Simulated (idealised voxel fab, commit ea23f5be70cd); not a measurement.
The following process module bears the name voxel wiring stack.
Shown is cross-section cut, with a width of 190 nm and square cells of size 5 nm.
When this document writes out a cross-section, it uses a grid of square cells and lists it as bands, beginning at the top and moving down, with a band standing for one or more rows of cells. What a band's entry tells you: where the top is and where the bottom is, as heights in nm, and after that what lies inside, material by material from left to right, each with its width in nm. Empty space is written as the word "blank", and a single material marked with the word "edge to edge" occupies the band from edge to edge. Where do heights start? At 0: under that level the wafer as delivered is made of one material only. And the lowest band has no floor; it just carries on downward, as in "from 0 down". A width given as "30->40" starts at the first number in the band's top row and ends at the second number in its bottom row, shifting by an equal amount at every step from row to row. Step note "nothing was modified" = no cross-section cell changed. The label "Completely enclosed voids" introduces a list of the empty spaces, 8 cells or larger, that have no open way up to the top; each entry in it reads width x height at distance, where the distance is taken from the left edge and all three are stated in nm. What comes after the settings on a step's line is commentary from the simulator itself on that step. Among the settings permitted on a step's line is "overlay nm"; applied to a step with a mask, it specifies the extent to which the mask lay to the right of its planned position, whereas a negative figure signifies a position to the left.
### Planned step list for the process
1 RECEIVE: material Si
2 CONFORMAL_DEP: material SiO2, thk nm 10
3 DIRECTIONAL_DEP: material TiN, thk nm 5
4 DIRECTIONAL_DEP: material Ru, thk nm 20
5 PATTERN: tone cover, mask id METAL_1, material resist, width nm 20, pitch nm 45, thk nm 20, overlay nm 0
6 DIRECTIONAL_ETCH: etch materials Ru, depth nm 20
7 DIRECTIONAL_ETCH: etch materials TiN, depth nm 5
8 STRIP: etch materials resist
9 CONFORMAL_DEP: material SiN, thk nm 5
10 FILL_DEP: material SiO2, thk nm 5
11 CMP: height nm 35
12 CONFORMAL_DEP: material SiCN, thk nm 5
13 DIRECTIONAL_DEP: material lowk, thk nm 35
14 DIRECTIONAL_DEP: material aC, thk nm 10
15 PATTERN: tone open, mask id METAL_2, material resist, width nm 20, pitch nm 45, thk nm 25, overlay nm 0
16 DIRECTIONAL_ETCH: etch materials aC, depth nm 10
17 STRIP: etch materials resist
18 DIRECTIONAL_ETCH: etch materials lowk, depth nm 20
19 STRIP: etch materials aC
20 MASKED_ETCH: tone open, mask id METAL_2_HOLES, width nm 15, pitch nm 45, etch materials lowk, depth nm 15, overlay nm 0
21 MASKED_ETCH: tone open, mask id METAL_2_HOLES, width nm 15, pitch nm 45, etch materials SiCN, depth nm 5, overlay nm 0
22 CONFORMAL_DEP: material TiN, thk nm 5
23 FILL_DEP: material Cu, thk nm 5
24 CMP: height nm 75
25 CONFORMAL_DEP: material SiN, thk nm 5
### So this is the incoming wafer in cross-section - it's already been through step 1
- from 0 down  Si edge to edge
- Completely enclosed voids: none
### a wafer at the end: this start, this plan, one mistake
- from 80 to 75  SiN edge to edge
- from 75 to 40  SiO2 edge to edge
- from 40 to 35  SiCN edge to edge
- from 35 to 15  SiO2 (55)  SiN (5)  Ru (20)  SiN (5)  SiO2 (15)  SiN (5)  Ru (20)  SiN (5)  SiO2 (60)
- from 15 to 10  SiN (60)  TiN (20)  SiN (25)  TiN (20)  SiN (65)
- from 10 to 0  SiO2 edge to edge
- from 0 down  Si edge to edge
- Completely enclosed voids: none
The mistake made against the process plan was this: contrary to plan, step 13 was performed as DIRECTIONAL_DEP: material SiO2, thk nm 35
